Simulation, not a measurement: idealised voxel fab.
Process module in this document: voxel capacitor over wiring
The cross-section shown here is cut; it is 300 nm wide and divided into square cells measuring 5 nm on a side.
Just so we're on the same page, the cross-sections are grids of square cells, and they're listed out in bands top to bottom, each band one or more rows deep. This entry defines a band. It first specifies the height of the band's top and the height of its bottom in nm, and then specifies the band's materials from left to right, stating each material with its width in nm. The word "full width" identifies a single material that fills the band from edge to edge, while the word "air" identifies empty space. Measure heights from 0. That's the level where, below it, the as-received wafer is all one material. The lowest band is bottomless and extends downward; write it as in "0 -> down". The expression "30..40" gives the width at the extremes of the band, the first number at its top row of cells and the second at its bottom row, with the width changing by equal amounts from each row to the next in between. "identical to before", as given for a step, is the statement that not any cell of the cross-section underwent a change during that step. "Entrapped voids" specifies each empty space that is not open to the top and that occupies no fewer than 8 cells, using the form width x height at distance, the distance measured from the left edge and all three quantities in nm. If you see something after the settings on a step's line, that's the simulator's own remark about that step. overlay nm: on a step with a mask, how far right of its planned place the mask lay; negative means left.
Planned process steps:
1: RECEIVE with material Si
2: CONFORMAL_DEP with material SiO2, thk nm 15
3: DIRECTIONAL_DEP with material TiN, thk nm 5
4: DIRECTIONAL_DEP with material Ru, thk nm 20
5: PATTERN with tone cover, mask id METAL_1, material resist, width nm 20, pitch nm 75, thk nm 20, overlay nm 0
6: DIRECTIONAL_ETCH with etch materials Ru, depth nm 20
7: DIRECTIONAL_ETCH with etch materials TiN, depth nm 5
8: STRIP with etch materials resist
9: FILL_DEP with material SiO2, thk nm 5
10: CMP with height nm 40
11: CONFORMAL_DEP with material SiCN, thk nm 5
12: DIRECTIONAL_DEP with material lowk, thk nm 20
13: MASKED_ETCH with tone open, mask id PLUG_1, width nm 15, etch materials lowk, depth nm 20, overlay nm 0
14: MASKED_ETCH with tone open, mask id PLUG_1, width nm 15, etch materials SiCN, depth nm 5, overlay nm 0
15: EPI with material Ru, thk nm 10
16: EPI with material Ru, thk nm 10
17: EPI with material Ru, thk nm 5
18: DIRECTIONAL_DEP with material TiN, thk nm 5
19: DIRECTIONAL_DEP with material SiN, thk nm 5
20: DIRECTIONAL_DEP with material TiN, thk nm 10
21: PATTERN with tone cover, mask id UPPER_PLATE, material resist, width nm 60, thk nm 20, overlay nm 0
22: DIRECTIONAL_ETCH with etch materials TiN, depth nm 10
23: DIRECTIONAL_ETCH with etch materials SiN, depth nm 5
24: STRIP with etch materials resist
25: MASKED_ETCH with tone cover, mask id LOWER_PLATE, width nm 70, etch materials TiN, depth nm 5, overlay nm 0
26: FILL_DEP with material SiO2, thk nm 15
27: CMP with height nm 95
28: PATTERN with tone open, mask id PLUG_2, material resist, width nm 15, thk nm 15, overlay nm 0
29: DIRECTIONAL_ETCH with etch materials SiO2, depth nm 10
30: STRIP with etch materials resist
31: CONFORMAL_DEP with material TiN, thk nm 5
32: FILL_DEP with material W, thk nm 10
33: CMP with height nm 95
34: CONFORMAL_DEP with material SiCN, thk nm 5
As received (post step 1): cross-section:
* 0 -> down = Si full width
* Entrapped voids: none
Below is the wafer in cross-section after the module was completed. It began from the starting point shown above and followed the plan shown above, except that one mistake was made while running it:
* 100 -> 95 = SiCN full width
* 95 -> 90 = SiO2 (115) / TiN (5) / W (5) / TiN (5) / SiO2 (170)
* 90 -> 85 = SiO2 (115) / TiN (15) / SiO2 (170)
* 85 -> 75 = SiO2 (105) / TiN (60) / SiO2 (135)
* 75 -> 70 = SiO2 (105) / SiN (60) / SiO2 (135)
* 70 -> 65 = SiO2 (100) / TiN (70) / SiO2 (130)
* 65 -> 45 = lowk (100) / Ru (25) / lowk (175)
* 45 -> 40 = SiCN (105) / Ru (15) / SiCN (180)
* 40 -> 20 = SiO2 (100) / Ru (20) / SiO2 (55) / Ru (20) / SiO2 (105)
* 20 -> 15 = SiO2 (100) / TiN (20) / SiO2 (55) / TiN (20) / SiO2 (105)
* 15 -> 0 = SiO2 full width
* 0 -> down = Si full width
* Entrapped voids: none
What was done differently from what was planned? step 13 ran with different settings than intended, the actual operation and settings being MASKED_ETCH with tone open, mask id PLUG_1, width nm 25, etch materials lowk, depth nm 20, overlay nm 0
